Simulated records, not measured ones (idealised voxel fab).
voxel gate over fins: a process module
For reference, the cross-section in this document is cut, with width 285 nm and square cells of 5 nm.
Square cells in a grid make up a cross-section in this document, and the grid is given as bands, listed from the top down, each one or more rows of cells.
Read a band's entry like this: the first values are the height of its top and the height of its bottom in nm, and what follows is the sequence of materials from left to right, each with its width in nm. Note that "empty" is empty space, and that a single material marked "throughout" reaches across the band from edge to edge.
Zero point of the height axis is 0; under it, received wafer = one material. Lowest band: continues down indefinitely, "0 and below".
The two numbers in a width such as "30 to 40" mark its ends across the band: the first belongs to the top row of cells, the second to the bottom row, and from each row to the next the width moves by the same amount.
Take "no modification" at face value: in the step it is given for, the cross-section changed in none of its cells.
Entry "Closed empty spaces" = empty spaces >= 8 cells with no open way to the top; each as width x height at distance, distance from left edge, all nm.
On a step's line, text after the settings is the simulator commenting on that step.
"overlay nm" on a masked step: distance the mask lay right of its planned place, negative for left.
-- plan
1,RECEIVE,material Si
2,CONFORMAL_DEP,material SiN,thk nm 10
3,MASKED_ETCH,tone cover,mask id FINS,width nm 15,pitch nm 60,etch materials SiN,depth nm 10,overlay nm 0
4,MASKED_ETCH,tone cover,mask id FINS,width nm 15,pitch nm 60,etch materials Si,depth nm 35,overlay nm 0
5,OXIDIZE,depth nm 5
6,FILL_DEP,material SiO2,thk nm 10
7,CMP,height nm 10
8,PATTERN,tone open,mask id RAIL,material resist,width nm 15,thk nm 20,overlay nm 0
9,DIRECTIONAL_ETCH,etch materials SiO2,depth nm 40
10,STRIP,etch materials resist
11,CONFORMAL_DEP,material TiN,thk nm 5
12,FILL_DEP,material W,thk nm 10
13,CMP,height nm 10
14,SELECTIVE_ETCH,etch materials W Ru TiN,depth nm 35
15,FILL_DEP,material SiO2,thk nm 5
16,CMP,height nm 10
17,SELECTIVE_ETCH,etch materials SiO2,depth nm 25
18,STRIP,etch materials SiN
19,CONFORMAL_DEP,material HfO2,thk nm 5
20,CONFORMAL_DEP,material TiN,thk nm 5
21,CONFORMAL_DEP,material TiAl,thk nm 5
22,CONFORMAL_DEP,material TiN,thk nm 5
23,FILL_DEP,material W,thk nm 10
24,CMP,height nm 25
25,CONFORMAL_DEP,material SiCN,thk nm 10
Heads up: all these wafers start the same, and what changes between them is the width nm in step 3. The value you see in the plan is just what the first wafer got.
-- Here's the first of the wafers in cross-section, just as we got it, i.e. after step 1
> 0 and below = Si throughout
> Closed empty spaces: none
-- So in this table every wafer gets its own row, and what you see is where it stands at the end of the module: for each material, how many cells it picked up (+) or gave up (-) since we received it, and after that its closed voids
width nm 15, +69 HfO2, -440 Si, +114 SiCN, +272 SiO2, +69 TiAl, +141 TiN, +174 W, Closed empty spaces: none
width nm 20, +69 HfO2, -424 Si, +114 SiCN, +262 SiO2, +69 TiAl, +141 TiN, +168 W, Closed empty spaces: none
width nm 25, +69 HfO2, -408 Si, +114 SiCN, +252 SiO2, +69 TiAl, +141 TiN, +162 W, Closed empty spaces: none
width nm 30, +69 HfO2, -392 Si, +114 SiCN, +242 SiO2, +69 TiAl, +141 TiN, +156 W, Closed empty spaces: none
